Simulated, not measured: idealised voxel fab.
Process module in this document: voxel wiring stack
In the cross-section labelled cut, the width is 260 nm and each square cell is 5 nm.
Throughout this document, each cross-section is represented as a grid of square cells and is presented as a sequence of bands enumerated from the top downward, where a band comprises one or more rows of cells.
Look at the band entry: it leads with the top's height and the bottom's height in nm. Then it lists the materials left to right, with a width in nm for each. The word "throughout" on a single material says that material fills the band edge to edge. The word "empty" is empty space.
Heights from 0 (as-received wafer is one material below). Bottom band endless downward, as "0 down".
Read "30->40" as a graded width: first number on top, second number at the bottom, same change between each pair of neighbouring rows.
Key: "no modifications" - step with no changed cell in the cross-section.
If an empty space has no open way to the top and is at least 8 cells in size, "Closed empty spaces" lists it, written width x height at distance, where distance is measured from the left edge and every value is in nm.
Text after the settings on a step's line: the simulator's own remark on that step.
The setting "overlay nm" may be written on the line of a step. When the step uses a mask, the value reports how far to the right of the planned place the mask lay, and a negative value reports that it lay to the left.

PLANNED PROCESS STEPS
| 1 | RECEIVE (material Si) |
| 2 | CONFORMAL_DEP (material SiO2; thk nm 10) |
| 3 | DIRECTIONAL_DEP (material TiN; thk nm 5) |
| 4 | DIRECTIONAL_DEP (material Ru; thk nm 20) |
| 5 | PATTERN (tone cover; mask id METAL_1; material resist; width nm 30; pitch nm 50; thk nm 20; overlay nm 0) |
| 6 | DIRECTIONAL_ETCH (etch materials Ru; depth nm 20) |
| 7 | DIRECTIONAL_ETCH (etch materials TiN; depth nm 5) |
| 8 | STRIP (etch materials resist) |
| 9 | FILL_DEP (material SiO2; thk nm 5) |
| 10 | CMP (height nm 35) |
| 11 | CONFORMAL_DEP (material SiCN; thk nm 5) |
| 12 | DIRECTIONAL_DEP (material SiO2; thk nm 10) |
| 13 | DIRECTIONAL_DEP (material aC; thk nm 10) |
| 14 | PATTERN (tone open; mask id PLUG_1; material resist; width nm 15; pitch nm 50; thk nm 25; overlay nm 0) |
| 15 | DIRECTIONAL_ETCH (etch materials aC; depth nm 10) |
| 16 | STRIP (etch materials resist) |
| 17 | DIRECTIONAL_ETCH (etch materials SiO2; depth nm 10) |
| 18 | DIRECTIONAL_ETCH (etch materials SiCN; depth nm 5) |
| 19 | STRIP (etch materials aC) |
| 20 | EPI (material Ru; thk nm 10) |
| 21 | EPI (material Ru; thk nm 5) |
| 22 | DIRECTIONAL_DEP (material TiN; thk nm 5) |
| 23 | DIRECTIONAL_DEP (material Ru; thk nm 25) |
| 24 | DIRECTIONAL_DEP (material aC; thk nm 10) |
| 25 | PATTERN (tone cover; mask id METAL_2; material resist; width nm 30; pitch nm 50; thk nm 30; overlay nm 0) |
| 26 | DIRECTIONAL_ETCH (etch materials aC; depth nm 10) |
| 27 | STRIP (etch materials resist) |
| 28 | DIRECTIONAL_ETCH (etch materials Ru; depth nm 25) |
| 29 | DIRECTIONAL_ETCH (etch materials TiN; depth nm 5) |
| 30 | STRIP (etch materials aC) |
| 31 | FILL_DEP (material SiO2; thk nm 10) |
| 32 | CMP (height nm 80) |
| 33 | CONFORMAL_DEP (material SiCN; thk nm 5) |
| 34 | DIRECTIONAL_DEP (material lowk; thk nm 25) |
| 35 | DIRECTIONAL_DEP (material aC; thk nm 15) |
| 36 | PATTERN (tone open; mask id METAL_3_HOLES; material resist; width nm 15; pitch nm 50; thk nm 35; overlay nm 0) |
| 37 | DIRECTIONAL_ETCH (etch materials aC; depth nm 15) |
| 38 | STRIP (etch materials resist) |
| 39 | DIRECTIONAL_ETCH (etch materials lowk; depth nm 25) |
| 40 | STRIP (etch materials aC) |
| 41 | DIRECTIONAL_DEP (material aC; thk nm 10) |
| 42 | PATTERN (tone open; mask id METAL_3; material resist; width nm 30; pitch nm 50; thk nm 25; overlay nm 0) |
| 43 | DIRECTIONAL_ETCH (etch materials aC; depth nm 10) |
| 44 | STRIP (etch materials resist) |
| 45 | DIRECTIONAL_ETCH (etch materials lowk; depth nm 15) |
| 46 | DIRECTIONAL_ETCH (etch materials SiCN; depth nm 5) |
| 47 | STRIP (etch materials aC) |
| 48 | CONFORMAL_DEP (material TiN; thk nm 5) |
| 49 | FILL_DEP (material Cu; thk nm 5) |
| 50 | CMP (height nm 110) |
| 51 | CONFORMAL_DEP (material SiCN; thk nm 5) |
| 52 | DIRECTIONAL_DEP (material SiO2; thk nm 15) |
| 53 | DIRECTIONAL_DEP (material aC; thk nm 10) |
| 54 | PATTERN (tone open; mask id PLUG_3; material resist; width nm 15; pitch nm 50; thk nm 25; overlay nm 0) |
| 55 | DIRECTIONAL_ETCH (etch materials aC; depth nm 10) |
| 56 | STRIP (etch materials resist) |
| 57 | DIRECTIONAL_ETCH (etch materials SiO2; depth nm 15) |
| 58 | DIRECTIONAL_ETCH (etch materials SiCN; depth nm 5) |
| 59 | STRIP (etch materials aC) |
| 60 | EPI (material Ru; thk nm 10) |
| 61 | EPI (material Ru; thk nm 10) |
| 62 | DIRECTIONAL_DEP (material TiN; thk nm 5) |
| 63 | DIRECTIONAL_DEP (material Ru; thk nm 20) |
| 64 | MASKED_ETCH (tone cover; mask id METAL_4; width nm 30; pitch nm 50; etch materials Ru; depth nm 20; overlay nm 0) |
| 65 | MASKED_ETCH (tone cover; mask id METAL_4; width nm 30; pitch nm 50; etch materials TiN; depth nm 5; overlay nm 0) |
| 66 | FILL_DEP (material SiO2; thk nm 5) |
| 67 | CMP (height nm 155) |
| 68 | CONFORMAL_DEP (material SiCN; thk nm 5) |

CROSS-SECTION: WAFER ON ARRIVAL = AFTER STEP 1
* 0 down | Si throughout
* Closed empty spaces: none

SECTIONED VIEW, FIRST OF TWO WAFERS, AT THE CLOSE OF THE MODULE, PROCESSED AS INTENDED IN THE PLAN
* 160 to 155 | SiCN throughout
* 155 to 135 | SiO2=40 / Ru=30 / SiO2=20 / Ru=30 / SiO2=20 / Ru=30 / SiO2=20 / Ru=30 / SiO2=40
* 135 to 130 | SiO2=40 / TiN=30 / SiO2=20 / TiN=30 / SiO2=20 / TiN=30 / SiO2=20 / TiN=30 / SiO2=40
* 130 to 115 | SiO2=40 / Ru=15 / SiO2=35 / Ru=15 / SiO2=35 / Ru=15 / SiO2=35 / Ru=15 / SiO2=55
* 115 to 110 | SiCN=40 / Ru=15 / SiCN=35 / Ru=15 / SiCN=35 / Ru=15 / SiCN=35 / Ru=15 / SiCN=55
* 110 to 100 | lowk=40 / TiN=5 / Cu=20 / TiN=5 / lowk=20 / TiN=5 / Cu=20 / TiN=5 / lowk=20 / TiN=5 / Cu=20 / TiN=5 / lowk=20 / TiN=5 / Cu=20 / TiN=5 / lowk=40
* 100 to 95 | lowk=40 / TiN=5 / Cu=5 / TiN=20 / lowk=20 / TiN=5 / Cu=5 / TiN=20 / lowk=20 / TiN=5 / Cu=5 / TiN=20 / lowk=20 / TiN=5 / Cu=5 / TiN=20 / lowk=40
* 95 to 85 | lowk=40 / TiN=5 / Cu=5 / TiN=5 / lowk=35 / TiN=5 / Cu=5 / TiN=5 / lowk=35 / TiN=5 / Cu=5 / TiN=5 / lowk=35 / TiN=5 / Cu=5 / TiN=5 / lowk=55
* 85 to 80 | SiCN=40 / TiN=15 / SiCN=35 / TiN=15 / SiCN=35 / TiN=15 / SiCN=35 / TiN=15 / SiCN=55
* 80 to 55 | SiO2=40 / Ru=30 / SiO2=20 / Ru=30 / SiO2=20 / Ru=30 / SiO2=20 / Ru=30 / SiO2=40
* 55 to 50 | SiO2=40 / TiN=30 / SiO2=20 / TiN=30 / SiO2=20 / TiN=30 / SiO2=20 / TiN=30 / SiO2=40
* 50 to 40 | SiO2=40 / Ru=15 / SiO2=35 / Ru=15 / SiO2=35 / Ru=15 / SiO2=35 / Ru=15 / SiO2=55
* 40 to 35 | SiCN=40 / Ru=15 / SiCN=35 / Ru=15 / SiCN=35 / Ru=15 / SiCN=35 / Ru=15 / SiCN=55
* 35 to 15 | SiO2=40 / Ru=30 / SiO2=20 / Ru=30 / SiO2=20 / Ru=30 / SiO2=20 / Ru=30 / SiO2=40
* 15 to 10 | SiO2=40 / TiN=30 / SiO2=20 / TiN=30 / SiO2=20 / TiN=30 / SiO2=20 / TiN=30 / SiO2=40
* 10 to 0 | SiO2 throughout
* 0 down | Si throughout
* Closed empty spaces: none

THIS IS THE SECOND OF THE TWO WAFERS, CROSS-SECTIONED AT THE END OF THE MODULE; IT STARTED EXACTLY LIKE THE FIRST AND WAS GIVEN THE SAME PLAN, BUT IT WAS RUN WITH ONE MISTAKE
* 160 to 155 | SiCN throughout
* 155 to 135 | SiO2=40 / Ru=30 / SiO2=20 / Ru=30 / SiO2=20 / Ru=30 / SiO2=20 / Ru=30 / SiO2=40
* 135 to 130 | SiO2=40 / TiN=30 / SiO2=20 / TiN=30 / SiO2=20 / TiN=30 / SiO2=20 / TiN=30 / SiO2=40
* 130 to 115 | SiO2=40 / Ru=15 / SiO2=35 / Ru=15 / SiO2=35 / Ru=15 / SiO2=35 / Ru=15 / SiO2=55
* 115 to 110 | SiCN=40 / Ru=15 / SiCN=35 / Ru=15 / SiCN=35 / Ru=15 / SiCN=35 / Ru=15 / SiCN=55
* 110 to 100 | lowk=40 / TiN=5 / Cu=20 / TiN=5 / lowk=20 / TiN=5 / Cu=20 / TiN=5 / lowk=20 / TiN=5 / Cu=20 / TiN=5 / lowk=20 / TiN=5 / Cu=20 / TiN=5 / lowk=40
* 100 to 95 | lowk=40 / TiN=5 / Cu=5 / TiN=20 / lowk=20 / TiN=5 / Cu=5 / TiN=20 / lowk=20 / TiN=5 / Cu=5 / TiN=20 / lowk=20 / TiN=5 / Cu=5 / TiN=20 / lowk=40
* 95 to 85 | lowk=40 / TiN=5 / Cu=5 / TiN=5 / lowk=35 / TiN=5 / Cu=5 / TiN=5 / lowk=35 / TiN=5 / Cu=5 / TiN=5 / lowk=35 / TiN=5 / Cu=5 / TiN=5 / lowk=55
* 85 to 80 | SiCN=40 / TiN=15 / SiCN=35 / TiN=15 / SiCN=35 / TiN=15 / SiCN=35 / TiN=15 / SiCN=55
* 80 to 55 | SiO2=40 / Ru=30 / SiO2=20 / Ru=30 / SiO2=20 / Ru=30 / SiO2=20 / Ru=30 / SiO2=40
* 55 to 50 | SiO2=40 / TiN=30 / SiO2=20 / TiN=30 / SiO2=20 / TiN=30 / SiO2=20 / TiN=30 / SiO2=40
* 50 to 40 | SiO2=30 / Ru=15 / SiO2=35 / Ru=15 / SiO2=35 / Ru=15 / SiO2=35 / Ru=15 / SiO2=65
* 40 to 35 | SiCN=30 / Ru=15 / SiCN=35 / Ru=15 / SiCN=35 / Ru=15 / SiCN=35 / Ru=15 / SiCN=65
* 35 to 15 | SiO2=40 / Ru=30 / SiO2=20 / Ru=30 / SiO2=20 / Ru=30 / SiO2=20 / Ru=30 / SiO2=40
* 15 to 10 | SiO2=40 / TiN=30 / SiO2=20 / TiN=30 / SiO2=20 / TiN=30 / SiO2=20 / TiN=30 / SiO2=40
* 10 to 0 | SiO2 throughout
* 0 down | Si throughout
* Closed empty spaces: none
Diagnosis: step 14: run off-plan, actual operation and settings PATTERN (tone open; mask id PLUG_1; material resist; width nm 15; pitch nm 50; thk nm 25; overlay nm -10)
In the final comparison it is observed that the number of cells assigned to each material is identical for the two wafers, whereas their placement is not.
